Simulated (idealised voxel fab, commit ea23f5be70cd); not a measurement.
Process module name: voxel transistor to metal
Square cells of 5 nm make up the cross-section cut, whose width is 155 nm.
If you're reading a cross-section in this doc, picture square cells in a grid; it comes to you as bands, top ones listed first down to the bottom, and a band can be one or more rows of cells.
Per band: top height and bottom height in nm, followed by the left-to-right materials and their widths in nm; "everywhere" marks a single material spanning edge to edge, "empty" marks empty space.
Height datum 0, below which the as-received substrate wafer is one material. Lowest band open at the bottom, running downward: "top 0, no bottom".
Note: "30->40" means the width goes from the first number (top row of the band) to the second number (bottom row) in equal steps per row of cells.
You'll sometimes find "changes: none" written for a step, and that's the way of saying that nowhere in the cross-section did a cell change during that step.
The list in "Internal closed voids" covers empty spaces of 8 cells or more that cannot reach the top through any open way, and it gives each as width x height at distance; the distance is from the left edge, and width, height and distance are in nm.
That trailing text on a step's line, after the settings, is the simulator's own remark on the step.
On any step carrying a mask, the "overlay nm" setting, if present on the step's line, tells how far right of its planned place the mask lay; negative values point to the left.
The process steps that were planned are listed below
| 1 | RECEIVE (material Si) |
| 2 | OXIDIZE (depth nm 5) |
| 3 | CONFORMAL_DEP (material SiN; thk nm 10) |
| 4 | MASKED_ETCH (tone cover; mask id ACTIVE; width nm 105; etch materials SiN; depth nm 10; overlay nm 0) |
| 5 | MASKED_ETCH (tone cover; mask id ACTIVE; width nm 105; etch materials SiO2; depth nm 5; overlay nm 0) |
| 6 | MASKED_ETCH (tone cover; mask id ACTIVE; width nm 105; etch materials Si; depth nm 25; overlay nm 0) |
| 7 | OXIDIZE (depth nm 5) |
| 8 | FILL_DEP (material SiO2; thk nm 5) |
| 9 | CMP (height nm 10) |
| 10 | SELECTIVE_ETCH (etch materials SiO2; depth nm 10) |
| 11 | STRIP (etch materials SiN) |
| 12 | SELECTIVE_ETCH (etch materials SiO2; depth nm 5) |
| 13 | OXIDIZE (depth nm 5) |
| 14 | DIRECTIONAL_DEP (material polySi; thk nm 30) |
| 15 | DIRECTIONAL_DEP (material SiCN; thk nm 15) |
| 16 | DIRECTIONAL_DEP (material aC; thk nm 15) |
| 17 | PATTERN (tone cover; mask id GATE; material resist; width nm 25; thk nm 30; overlay nm 0) |
| 18 | DIRECTIONAL_ETCH (etch materials aC; depth nm 15) |
| 19 | STRIP (etch materials resist) |
| 20 | DIRECTIONAL_ETCH (etch materials SiCN; depth nm 25) |
| 21 | DIRECTIONAL_ETCH (etch materials polySi; depth nm 40) |
| 22 | STRIP (etch materials aC) |
| 23 | CONFORMAL_DEP (material SiO2; thk nm 5) |
| 24 | DIRECTIONAL_ETCH (etch materials SiO2; depth nm 5) |
| 25 | CONFORMAL_DEP (material SiN; thk nm 5) |
| 26 | DIRECTIONAL_ETCH (etch materials SiN; depth nm 5) |
| 27 | DIRECTIONAL_ETCH (etch materials SiO2; depth nm 5) |
| 28 | EPI (material nSi; thk nm 5) |
| 29 | FILL_DEP (material SiO2; thk nm 10) |
| 30 | CMP (height nm 25) |
| 31 | STRIP (etch materials polySi) |
| 32 | SELECTIVE_ETCH (etch materials SiO2; depth nm 5) |
| 33 | CONFORMAL_DEP (material HfO2; thk nm 5) |
| 34 | CONFORMAL_DEP (material TiN; thk nm 5) |
| 35 | FILL_DEP (material W; thk nm 5) |
| 36 | CMP (height nm 20) |
| 37 | DIRECTIONAL_DEP (material SiO2; thk nm 15) |
| 38 | DIRECTIONAL_DEP (material aC; thk nm 15) |
| 39 | PATTERN (tone open; mask id CONTACT; material resist; width nm 20; pitch nm 75; thk nm 35; overlay nm 0) |
| 40 | DIRECTIONAL_ETCH (etch materials aC; depth nm 15) |
| 41 | STRIP (etch materials resist) |
| 42 | DIRECTIONAL_ETCH (etch materials SiO2; depth nm 40) |
| 43 | STRIP (etch materials aC) |
| 44 | CONFORMAL_DEP (material TiN; thk nm 5) |
| 45 | FILL_DEP (material W; thk nm 5) |
| 46 | CMP (height nm 35) |
| 47 | CONFORMAL_DEP (material SiCN; thk nm 5) |
| 48 | DIRECTIONAL_DEP (material lowk; thk nm 25) |
| 49 | PATTERN (tone open; mask id METAL_1; material resist; width nm 20; pitch nm 75; thk nm 20; overlay nm 0) |
| 50 | DIRECTIONAL_ETCH (etch materials lowk; depth nm 25) |
| 51 | DIRECTIONAL_ETCH (etch materials SiCN; depth nm 5) |
| 52 | STRIP (etch materials resist) |
| 53 | CONFORMAL_DEP (material TiN; thk nm 5) |
| 54 | FILL_DEP (material Ru; thk nm 5) |
| 55 | CMP (height nm 65) |
| 56 | EPI (material Ru; thk nm 5) |
| 57 | FILL_DEP (material SiCN; thk nm 5) |
| 58 | DIRECTIONAL_DEP (material SiO2; thk nm 30) |
| 59 | PATTERN (tone open; mask id METAL_2_HOLES; material resist; width nm 15; pitch nm 75; thk nm 15; overlay nm 0) |
| 60 | DIRECTIONAL_ETCH (etch materials SiO2; depth nm 30) |
| 61 | STRIP (etch materials resist) |
| 62 | DIRECTIONAL_DEP (material aC; thk nm 10) |
| 63 | PATTERN (tone open; mask id METAL_2; material resist; width nm 20; pitch nm 75; thk nm 25; overlay nm 0) |
| 64 | DIRECTIONAL_ETCH (etch materials aC; depth nm 10) |
| 65 | STRIP (etch materials resist) |
| 66 | DIRECTIONAL_ETCH (etch materials SiO2; depth nm 15) |
| 67 | DIRECTIONAL_ETCH (etch materials SiCN; depth nm 5) |
| 68 | STRIP (etch materials aC) |
| 69 | CONFORMAL_DEP (material TiN; thk nm 5) |
| 70 | FILL_DEP (material Cu; thk nm 10) |
| 71 | CMP (height nm 105) |
| 72 | CONFORMAL_DEP (material SiCN; thk nm 5) |
The following pertains to the first of two wafers, which was processed as planned
Here's what the wafer looked like in cross-section when it arrived - that's after step 1
    top 0, no bottom  Si everywhere
    Internal closed voids: none
Cross-section: wafer state after step 2
    top 0, bottom -5  SiO2 everywhere
    Nothing below the height -5 has changed.
Cross-section: wafer state after step 3
    top 10, bottom 0  SiN everywhere
    Nothing below the height 0 has changed.
Cross-section: wafer state after step 4
    top 10, bottom 0  25 of empty / 105 of SiN / 25 of empty
    Nothing below the height 0 has changed.
Cross-section: wafer state after step 5
    top 10, bottom 0  25 of empty / 105 of SiN / 25 of empty
    top 0, bottom -5  25 of empty / 105 of SiO2 / 25 of empty
    Nothing below the height -5 has changed.
Cross-section: wafer state after step 6
    top 10, bottom 0  25 of empty / 105 of SiN / 25 of empty
    top 0, bottom -5  25 of empty / 105 of SiO2 / 25 of empty
    top -5, bottom -30  25 of empty / 105 of Si / 25 of empty
    Nothing below the height -30 has changed.
Cross-section: wafer state after step 7
    top 10, bottom 0  25 of empty / 105 of SiN / 25 of empty
    top 0, bottom -5  25 of empty / 105 of SiO2 / 25 of empty
    top -5, bottom -30  25 of empty / 5 of SiO2 / 95 of Si / 5 of SiO2 / 25 of empty
    top -30, bottom -35  30 of SiO2 / 95 of Si / 30 of SiO2
    Nothing below the height -35 has changed.
Cross-section: wafer state after step 8
    top 15, bottom 10  SiO2 everywhere
    top 10, bottom 0  25 of SiO2 / 105 of SiN / 25 of SiO2
    top 0, bottom -5  SiO2 everywhere
    top -5, bottom -35  30 of SiO2 / 95 of Si / 30 of SiO2
    Nothing below the height -35 has changed.
Cross-section: wafer state after step 9
    top 10, bottom 0  25 of SiO2 / 105 of SiN / 25 of SiO2
    Nothing below the height 0 has changed.
Cross-section: wafer state after step 10
    top 10, bottom 0  25 of empty / 105 of SiN / 25 of empty
    Nothing below the height 0 has changed.
Cross-section: wafer state after step 11
    top 0, bottom -5  SiO2 everywhere
    Nothing below the height -5 has changed.
Cross-section: wafer state after step 12
    top -5, bottom -35  30 of SiO2 / 95 of Si / 30 of SiO2
    Nothing below the height -35 has changed.
Cross-section: wafer state after step 13
    top -5, bottom -10  SiO2 everywhere
    Nothing below the height -10 has changed.
Cross-section: wafer state after step 14
    top 25, bottom -5  polySi everywhere
    Nothing below the height -5 has changed.
Cross-section: wafer state after step 15
    top 40, bottom 25  SiCN everywhere
    Nothing below the height 25 has changed.
Cross-section: wafer state after step 16
    top 55, bottom 40  aC everywhere
    Nothing below the height 40 has changed.
Cross-section: wafer state after step 17
    top 85, bottom 55  65 of empty / 25 of resist / 65 of empty
    Nothing below the height 55 has changed.
Cross-section: wafer state after step 18
    top 70, bottom 55  65 of empty / 25 of resist / 65 of empty
    top 55, bottom 40  65 of empty / 25 of aC / 65 of empty
    Nothing below the height 40 has changed.
Cross-section: wafer state after step 19
    top 55, bottom 40  65 of empty / 25 of aC / 65 of empty
    Nothing below the height 40 has changed.
Cross-section: wafer state after step 20
    top 55, bottom 40  65 of empty / 25 of aC / 65 of empty
    top 40, bottom 25  65 of empty / 25 of SiCN / 65 of empty
    Nothing below the height 25 has changed.
Cross-section: wafer state after step 21
    top 55, bottom 40  65 of empty / 25 of aC / 65 of empty
    top 40, bottom 25  65 of empty / 25 of SiCN / 65 of empty
    top 25, bottom -5  65 of empty / 25 of polySi / 65 of empty
    Nothing below the height -5 has changed.
Cross-section: wafer state after step 22
    top 40, bottom 25  65 of empty / 25 of SiCN / 65 of empty
    Nothing below the height 25 has changed.
Cross-section: wafer state after step 23
    top 45, bottom 40  60 of empty / 35 of SiO2 / 60 of empty
    top 40, bottom 25  60 of empty / 5 of SiO2 / 25 of SiCN / 5 of SiO2 / 60 of empty
    top 25, bottom 0  60 of empty / 5 of SiO2 / 25 of polySi / 5 of SiO2 / 60 of empty
    top 0, bottom -5  65 of SiO2 / 25 of polySi / 65 of SiO2
    Nothing below the height -5 has changed.
Cross-section: wafer state after step 24
    top 40, bottom 25  60 of empty / 5 of SiO2 / 25 of SiCN / 5 of SiO2 / 60 of empty
    top 25, bottom -5  60 of empty / 5 of SiO2 / 25 of polySi / 5 of SiO2 / 60 of empty
    Nothing below the height -5 has changed.
Cross-section: wafer state after step 25
    top 45, bottom 40  55 of empty / 45 of SiN / 55 of empty
    top 40, bottom 25  55 of empty / 5 of SiN / 5 of SiO2 / 25 of SiCN / 5 of SiO2 / 5 of SiN / 55 of empty
    top 25, bottom 0  55 of empty / 5 of SiN / 5 of SiO2 / 25 of polySi / 5 of SiO2 / 5 of SiN / 55 of empty
    top 0, bottom -5  60 of SiN / 5 of SiO2 / 25 of polySi / 5 of SiO2 / 60 of SiN
    Nothing below the height -5 has changed.
Cross-section: wafer state after step 26
    top 40, bottom 25  55 of empty / 5 of SiN / 5 of SiO2 / 25 of SiCN / 5 of SiO2 / 5 of SiN / 55 of empty
    top 25, bottom -5  55 of empty / 5 of SiN / 5 of SiO2 / 25 of polySi / 5 of SiO2 / 5 of SiN / 55 of empty
    Nothing below the height -5 has changed.
Cross-section: wafer state after step 27
    top 40, bottom 35  55 of empty / 5 of SiN / 5 of empty / 25 of SiCN / 5 of empty / 5 of SiN / 55 of empty
    top 35, bottom 25  55 of empty / 5 of SiN / 5 of SiO2 / 25 of SiCN / 5 of SiO2 / 5 of SiN / 55 of empty
    top 25, bottom -5  55 of empty / 5 of SiN / 5 of SiO2 / 25 of polySi / 5 of SiO2 / 5 of SiN / 55 of empty
    top -5, bottom -10  55 of empty / 45 of SiO2 / 55 of empty
    Nothing below the height -10 has changed.
Cross-section: wafer state after step 28
    top 40, bottom 35  55 of empty / 5 of SiN / 5 of empty / 25 of SiCN / 5 of empty / 5 of SiN / 55 of empty
    top 35, bottom 25  55 of empty / 5 of SiN / 5 of SiO2 / 25 of SiCN / 5 of SiO2 / 5 of SiN / 55 of empty
    top 25, bottom -5  55 of empty / 5 of SiN / 5 of SiO2 / 25 of polySi / 5 of SiO2 / 5 of SiN / 55 of empty
    top -5, bottom -10  25 of empty / 30 of nSi / 45 of SiO2 / 30 of nSi / 25 of empty
    Nothing below the height -10 has changed.
Cross-section: wafer state after step 29
    top 50, bottom 40  SiO2 everywhere
    top 40, bottom 25  55 of SiO2 / 5 of SiN / 5 of SiO2 / 25 of SiCN / 5 of SiO2 / 5 of SiN / 55 of SiO2
    top 25, bottom -5  55 of SiO2 / 5 of SiN / 5 of SiO2 / 25 of polySi / 5 of SiO2 / 5 of SiN / 55 of SiO2
    top -5, bottom -10  25 of SiO2 / 30 of nSi / 45 of SiO2 / 30 of nSi / 25 of SiO2
    Nothing below the height -10 has changed.
Cross-section: wafer state after step 30
    top 25, bottom -5  55 of SiO2 / 5 of SiN / 5 of SiO2 / 25 of polySi / 5 of SiO2 / 5 of SiN / 55 of SiO2
    Nothing below the height -5 has changed.
Cross-section: wafer state after step 31
    top 25, bottom -5  55 of SiO2 / 5 of SiN / 5 of SiO2 / 25 of empty / 5 of SiO2 / 5 of SiN / 55 of SiO2
    Nothing below the height -5 has changed.
Cross-section: wafer state after step 32
    top 25, bottom 20  55 of empty / 5 of SiN / 35 of empty / 5 of SiN / 55 of empty
    top 20, bottom -5  55 of SiO2 / 5 of SiN / 35 of empty / 5 of SiN / 55 of SiO2
    top -5, bottom -10  25 of SiO2 / 30 of nSi / 5 of SiO2 / 35 of empty / 5 of SiO2 / 30 of nSi / 25 of SiO2
    Nothing below the height -10 has changed.
Cross-section: wafer state after step 33
    top 30, bottom 25  50 of empty / 15 of HfO2 / 25 of empty / 15 of HfO2 / 50 of empty
    top 25, bottom 20  55 of HfO2 / 5 of SiN / 5 of HfO2 / 25 of empty / 5 of HfO2 / 5 of SiN / 55 of HfO2
    top 20, bottom -5  55 of SiO2 / 5 of SiN / 5 of HfO2 / 25 of empty / 5 of HfO2 / 5 of SiN / 55 of SiO2
    top -5, bottom -10  25 of SiO2 / 30 of nSi / 5 of SiO2 / 35 of HfO2 / 5 of SiO2 / 30 of nSi / 25 of SiO2
    Nothing below the height -10 has changed.
Cross-section: wafer state after step 34
    top 35, bottom 30  45 of empty / 25 of TiN / 15 of empty / 25 of TiN / 45 of empty
    top 30, bottom 25  50 of TiN / 15 of HfO2 / 5 of TiN / 15 of empty / 5 of TiN / 15 of HfO2 / 50 of TiN
    top 25, bottom 20  55 of HfO2 / 5 of SiN / 5 of HfO2 / 5 of TiN / 15 of empty / 5 of TiN / 5 of HfO2 / 5 of SiN / 55 of HfO2
    top 20, bottom 0  55 of SiO2 / 5 of SiN / 5 of HfO2 / 5 of TiN / 15 of empty / 5 of TiN / 5 of HfO2 / 5 of SiN / 55 of SiO2
    top 0, bottom -5  55 of SiO2 / 5 of SiN / 5 of HfO2 / 25 of TiN / 5 of HfO2 / 5 of SiN / 55 of SiO2
    Nothing below the height -5 has changed.
Cross-section: wafer state after step 35
    top 40, bottom 35  W everywhere
    top 35, bottom 30  45 of W / 25 of TiN / 15 of W / 25 of TiN / 45 of W
    top 30, bottom 25  50 of TiN / 15 of HfO2 / 5 of TiN / 15 of W / 5 of TiN / 15 of HfO2 / 50 of TiN
    top 25, bottom 20  55 of HfO2 / 5 of SiN / 5 of HfO2 / 5 of TiN / 15 of W / 5 of TiN / 5 of HfO2 / 5 of SiN / 55 of HfO2
    top 20, bottom 0  55 of SiO2 / 5 of SiN / 5 of HfO2 / 5 of TiN / 15 of W / 5 of TiN / 5 of HfO2 / 5 of SiN / 55 of SiO2
    Nothing below the height 0 has changed.
Cross-section: wafer state after step 36
    top 20, bottom 0  55 of SiO2 / 5 of SiN / 5 of HfO2 / 5 of TiN / 15 of W / 5 of TiN / 5 of HfO2 / 5 of SiN / 55 of SiO2
    Nothing below the height 0 has changed.
Cross-section: wafer state after step 37
    top 35, bottom 20  SiO2 everywhere
    Nothing below the height 20 has changed.
Cross-section: wafer state after step 38
    top 50, bottom 35  aC everywhere
    Nothing below the height 35 has changed.
Cross-section: wafer state after step 39
    top 85, bottom 50  30 of resist / 20 of empty / 55 of resist / 20 of empty / 30 of resist
    Nothing below the height 50 has changed.
Cross-section: wafer state after step 40
    top 70, bottom 50  30 of resist / 20 of empty / 55 of resist / 20 of empty / 30 of resist
    top 50, bottom 35  30 of aC / 20 of empty / 55 of aC / 20 of empty / 30 of aC
    Nothing below the height 35 has changed.
Cross-section: wafer state after step 41
    top 50, bottom 35  30 of aC / 20 of empty / 55 of aC / 20 of empty / 30 of aC
    Nothing below the height 35 has changed.
Cross-section: wafer state after step 42
    top 50, bottom 35  30 of aC / 20 of empty / 55 of aC / 20 of empty / 30 of aC
    top 35, bottom 20  30 of SiO2 / 20 of empty / 55 of SiO2 / 20 of empty / 30 of SiO2
    top 20, bottom 0  30 of SiO2 / 20 of empty / 5 of SiO2 / 5 of SiN / 5 of HfO2 / 5 of TiN / 15 of W / 5 of TiN / 5 of HfO2 / 5 of SiN / 5 of SiO2 / 20 of empty / 30 of SiO2
    top 0, bottom -5  30 of SiO2 / 20 of empty / 5 of SiO2 / 5 of SiN / 5 of HfO2 / 25 of TiN / 5 of HfO2 / 5 of SiN / 5 of SiO2 / 20 of empty / 30 of SiO2
    Nothing below the height -5 has changed.
Cross-section: wafer state after step 43
    top 35, bottom 20  30 of SiO2 / 20 of empty / 55 of SiO2 / 20 of empty / 30 of SiO2
    Nothing below the height 20 has changed.
Cross-section: wafer state after step 44
    top 40, bottom 35  35 of TiN / 10 of empty / 65 of TiN / 10 of empty / 35 of TiN
    top 35, bottom 20  30 of SiO2 / 5 of TiN / 10 of empty / 5 of TiN / 55 of SiO2 / 5 of TiN / 10 of empty / 5 of TiN / 30 of SiO2
    top 20, bottom 0  30 of SiO2 / 5 of TiN / 10 of empty / 5 of TiN / 5 of SiO2 / 5 of SiN / 5 of HfO2 / 5 of TiN / 15 of W / 5 of TiN / 5 of HfO2 / 5 of SiN / 5 of SiO2 / 5 of TiN / 10 of empty / 5 of TiN / 30 of SiO2
    top 0, bottom -5  30 of SiO2 / 20 of TiN / 5 of SiO2 / 5 of SiN / 5 of HfO2 / 25 of TiN / 5 of HfO2 / 5 of SiN / 5 of SiO2 / 20 of TiN / 30 of SiO2
    Nothing below the height -5 has changed.
Cross-section: wafer state after step 45
    top 45, bottom 40  W everywhere
    top 40, bottom 35  35 of TiN / 10 of W / 65 of TiN / 10 of W / 35 of TiN
    top 35, bottom 20  30 of SiO2 / 5 of TiN / 10 of W / 5 of TiN / 55 of SiO2 / 5 of TiN / 10 of W / 5 of TiN / 30 of SiO2
    top 20, bottom 0  30 of SiO2 / 5 of TiN / 10 of W / 5 of TiN / 5 of SiO2 / 5 of SiN / 5 of HfO2 / 5 of TiN / 15 of W / 5 of TiN / 5 of HfO2 / 5 of SiN / 5 of SiO2 / 5 of TiN / 10 of W / 5 of TiN / 30 of SiO2
    Nothing below the height 0 has changed.
Cross-section: wafer state after step 46
    top 35, bottom 20  30 of SiO2 / 5 of TiN / 10 of W / 5 of TiN / 55 of SiO2 / 5 of TiN / 10 of W / 5 of TiN / 30 of SiO2
    Nothing below the height 20 has changed.
Cross-section: wafer state after step 47
    top 40, bottom 35  SiCN everywhere
    Nothing below the height 35 has changed.
Cross-section: wafer state after step 48
    top 65, bottom 40  lowk everywhere
    Nothing below the height 40 has changed.
Cross-section: wafer state after step 49
    top 85, bottom 65  30 of resist / 20 of empty / 55 of resist / 20 of empty / 30 of resist
    Nothing below the height 65 has changed.
Cross-section: wafer state after step 50
    top 85, bottom 65  30 of resist / 20 of empty / 55 of resist / 20 of empty / 30 of resist
    top 65, bottom 40  30 of lowk / 20 of empty / 55 of lowk / 20 of empty / 30 of lowk
    Nothing below the height 40 has changed.
Cross-section: wafer state after step 51
    top 85, bottom 65  30 of resist / 20 of empty / 55 of resist / 20 of empty / 30 of resist
    top 65, bottom 40  30 of lowk / 20 of empty / 55 of lowk / 20 of empty / 30 of lowk
    top 40, bottom 35  30 of SiCN / 20 of empty / 55 of SiCN / 20 of empty / 30 of SiCN
    Nothing below the height 35 has changed.
Cross-section: wafer state after step 52
    top 65, bottom 40  30 of lowk / 20 of empty / 55 of lowk / 20 of empty / 30 of lowk
    Nothing below the height 40 has changed.
Cross-section: wafer state after step 53
    top 70, bottom 65  35 of TiN / 10 of empty / 65 of TiN / 10 of empty / 35 of TiN
    top 65, bottom 40  30 of lowk / 5 of TiN / 10 of empty / 5 of TiN / 55 of lowk / 5 of TiN / 10 of empty / 5 of TiN / 30 of lowk
    top 40, bottom 35  30 of SiCN / 20 of TiN / 55 of SiCN / 20 of TiN / 30 of SiCN
    Nothing below the height 35 has changed.
Cross-section: wafer state after step 54
    top 75, bottom 70  Ru everywhere
    top 70, bottom 65  35 of TiN / 10 of Ru / 65 of TiN / 10 of Ru / 35 of TiN
    top 65, bottom 40  30 of lowk / 5 of TiN / 10 of Ru / 5 of TiN / 55 of lowk / 5 of TiN / 10 of Ru / 5 of TiN / 30 of lowk
    Nothing below the height 40 has changed.
Cross-section: wafer state after step 55
    top 65, bottom 40  30 of lowk / 5 of TiN / 10 of Ru / 5 of TiN / 55 of lowk / 5 of TiN / 10 of Ru / 5 of TiN / 30 of lowk
    Nothing below the height 40 has changed.
Cross-section: wafer state after step 56
    top 70, bottom 65  25 of empty / 30 of Ru / 45 of empty / 30 of Ru / 25 of empty
    Nothing below the height 65 has changed.
Cross-section: wafer state after step 57
    top 75, bottom 70  SiCN everywhere
    top 70, bottom 65  25 of SiCN / 30 of Ru / 45 of SiCN / 30 of Ru / 25 of SiCN
    Nothing below the height 65 has changed.
Cross-section: wafer state after step 58
    top 105, bottom 75  SiO2 everywhere
    Nothing below the height 75 has changed.
Cross-section: wafer state after step 59
    top 120, bottom 105  30 of resist / 15 of empty / 60 of resist / 15 of empty / 35 of resist
    Nothing below the height 105 has changed.
Cross-section: wafer state after step 60
    top 120, bottom 105  30 of resist / 15 of empty / 60 of resist / 15 of empty / 35 of resist
    top 105, bottom 75  30 of SiO2 / 15 of empty / 60 of SiO2 / 15 of empty / 35 of SiO2
    Nothing below the height 75 has changed.
Cross-section: wafer state after step 61
    top 105, bottom 75  30 of SiO2 / 15 of empty / 60 of SiO2 / 15 of empty / 35 of SiO2
    Nothing below the height 75 has changed.
Cross-section: wafer state after step 62
    top 115, bottom 105  30 of aC / 15 of empty / 60 of aC / 15 of empty / 35 of aC
    top 105, bottom 85  30 of SiO2 / 15 of empty / 60 of SiO2 / 15 of empty / 35 of SiO2
    top 85, bottom 75  30 of SiO2 / 15 of aC / 60 of SiO2 / 15 of aC / 35 of SiO2
    Nothing below the height 75 has changed.
Cross-section: wafer state after step 63
    top 140, bottom 115  30 of resist / 20 of empty / 55 of resist / 20 of empty / 30 of resist
    Nothing below the height 115 has changed.
Cross-section: wafer state after step 64
    top 130, bottom 115  30 of resist / 20 of empty / 55 of resist / 20 of empty / 30 of resist
    top 115, bottom 105  30 of aC / 20 of empty / 55 of aC / 20 of empty / 30 of aC
    top 105, bottom 75  30 of SiO2 / 15 of empty / 60 of SiO2 / 15 of empty / 35 of SiO2
    Nothing below the height 75 has changed.
Cross-section: wafer state after step 65
    top 115, bottom 105  30 of aC / 20 of empty / 55 of aC / 20 of empty / 30 of aC
    Nothing below the height 105 has changed.
Cross-section: wafer state after step 66
    top 115, bottom 105  30 of aC / 20 of empty / 55 of aC / 20 of empty / 30 of aC
    top 105, bottom 90  30 of SiO2 / 20 of empty / 55 of SiO2 / 20 of empty / 30 of SiO2
    Nothing below the height 90 has changed.
Cross-section: wafer state after step 67
    top 115, bottom 105  30 of aC / 20 of empty / 55 of aC / 20 of empty / 30 of aC
    top 105, bottom 90  30 of SiO2 / 20 of empty / 55 of SiO2 / 20 of empty / 30 of SiO2
    top 90, bottom 75  30 of SiO2 / 15 of empty / 60 of SiO2 / 15 of empty / 35 of SiO2
    top 75, bottom 70  30 of SiCN / 15 of empty / 60 of SiCN / 15 of empty / 35 of SiCN
    Nothing below the height 70 has changed.
Cross-section: wafer state after step 68
    top 105, bottom 90  30 of SiO2 / 20 of empty / 55 of SiO2 / 20 of empty / 30 of SiO2
    Nothing below the height 90 has changed.
Cross-section: wafer state after step 69
    top 110, bottom 105  35 of TiN / 10 of empty / 65 of TiN / 10 of empty / 35 of TiN
    top 105, bottom 95  30 of SiO2 / 5 of TiN / 10 of empty / 5 of TiN / 55 of SiO2 / 5 of TiN / 10 of empty / 5 of TiN / 30 of SiO2
    top 95, bottom 90  30 of SiO2 / 5 of TiN / 5 of empty / 10 of TiN / 55 of SiO2 / 5 of TiN / 5 of empty / 10 of TiN / 30 of SiO2
    top 90, bottom 75  30 of SiO2 / 5 of TiN / 5 of empty / 5 of TiN / 60 of SiO2 / 5 of TiN / 5 of empty / 5 of TiN / 35 of SiO2
    top 75, bottom 70  30 of SiCN / 15 of TiN / 60 of SiCN / 15 of TiN / 35 of SiCN
    Nothing below the height 70 has changed.
Cross-section: wafer state after step 70
    top 120, bottom 110  Cu everywhere
    top 110, bottom 105  35 of TiN / 10 of Cu / 65 of TiN / 10 of Cu / 35 of TiN
    top 105, bottom 95  30 of SiO2 / 5 of TiN / 10 of Cu / 5 of TiN / 55 of SiO2 / 5 of TiN / 10 of Cu / 5 of TiN / 30 of SiO2
    top 95, bottom 90  30 of SiO2 / 5 of TiN / 5 of Cu / 10 of TiN / 55 of SiO2 / 5 of TiN / 5 of Cu / 10 of TiN / 30 of SiO2
    top 90, bottom 75  30 of SiO2 / 5 of TiN / 5 of Cu / 5 of TiN / 60 of SiO2 / 5 of TiN / 5 of Cu / 5 of TiN / 35 of SiO2
    Nothing below the height 75 has changed.
Cross-section: wafer state after step 71
    top 105, bottom 95  30 of SiO2 / 5 of TiN / 10 of Cu / 5 of TiN / 55 of SiO2 / 5 of TiN / 10 of Cu / 5 of TiN / 30 of SiO2
    Nothing below the height 95 has changed.
Cross-section: wafer state after step 72
    top 110, bottom 105  SiCN everywhere
    Nothing below the height 105 has changed.
The second wafer: identical to the first at the outset and in its planned sequence, differing only in that one mistake was made during processing; up to and including step 65, its path is the first wafer's path
The second wafer in cross-section, at the planned close of step 66
    top 115, bottom 105  30 of aC / 20 of empty / 55 of aC / 20 of empty / 30 of aC
    top 105, bottom 85  30 of SiO2 / 20 of empty / 55 of SiO2 / 20 of empty / 30 of SiO2
    Nothing below the height 85 has changed.
The second wafer in cross-section, at the planned close of step 67
    top 115, bottom 105  30 of aC / 20 of empty / 55 of aC / 20 of empty / 30 of aC
    top 105, bottom 85  30 of SiO2 / 20 of empty / 55 of SiO2 / 20 of empty / 30 of SiO2
    top 85, bottom 75  30 of SiO2 / 15 of empty / 60 of SiO2 / 15 of empty / 35 of SiO2
    top 75, bottom 70  30 of SiCN / 15 of empty / 60 of SiCN / 15 of empty / 35 of SiCN
    Nothing below the height 70 has changed.
The second wafer in cross-section, at the planned close of step 68
    top 105, bottom 85  30 of SiO2 / 20 of empty / 55 of SiO2 / 20 of empty / 30 of SiO2
    Nothing below the height 85 has changed.
The second wafer in cross-section, at the planned close of step 69
    top 110, bottom 105  35 of TiN / 10 of empty / 65 of TiN / 10 of empty / 35 of TiN
    top 105, bottom 90  30 of SiO2 / 5 of TiN / 10 of empty / 5 of TiN / 55 of SiO2 / 5 of TiN / 10 of empty / 5 of TiN / 30 of SiO2
    top 90, bottom 85  30 of SiO2 / 5 of TiN / 5 of empty / 10 of TiN / 55 of SiO2 / 5 of TiN / 5 of empty / 10 of TiN / 30 of SiO2
    top 85, bottom 75  30 of SiO2 / 5 of TiN / 5 of empty / 5 of TiN / 60 of SiO2 / 5 of TiN / 5 of empty / 5 of TiN / 35 of SiO2
    top 75, bottom 70  30 of SiCN / 15 of TiN / 60 of SiCN / 15 of TiN / 35 of SiCN
    Nothing below the height 70 has changed.
The second wafer in cross-section, at the planned close of step 70
    top 120, bottom 110  Cu everywhere
    top 110, bottom 105  35 of TiN / 10 of Cu / 65 of TiN / 10 of Cu / 35 of TiN
    top 105, bottom 90  30 of SiO2 / 5 of TiN / 10 of Cu / 5 of TiN / 55 of SiO2 / 5 of TiN / 10 of Cu / 5 of TiN / 30 of SiO2
    top 90, bottom 85  30 of SiO2 / 5 of TiN / 5 of Cu / 10 of TiN / 55 of SiO2 / 5 of TiN / 5 of Cu / 10 of TiN / 30 of SiO2
    top 85, bottom 75  30 of SiO2 / 5 of TiN / 5 of Cu / 5 of TiN / 60 of SiO2 / 5 of TiN / 5 of Cu / 5 of TiN / 35 of SiO2
    Nothing below the height 75 has changed.
The second wafer in cross-section, at the planned close of step 71
    top 105, bottom 90  30 of SiO2 / 5 of TiN / 10 of Cu / 5 of TiN / 55 of SiO2 / 5 of TiN / 10 of Cu / 5 of TiN / 30 of SiO2
    Nothing below the height 90 has changed.
The second wafer in cross-section, at the planned close of step 72
    top 110, bottom 105  SiCN everywhere
    Nothing below the height 105 has changed.
It is concluded that the wafer was processed incorrectly with respect to the plan, in that rather than as planned, step 66 actually ran as DIRECTIONAL_ETCH (etch materials SiO2; depth nm 20)
Cell-count delta at end, second wafer over first, by material: Cu: 2 more, SiO2: 2 fewer
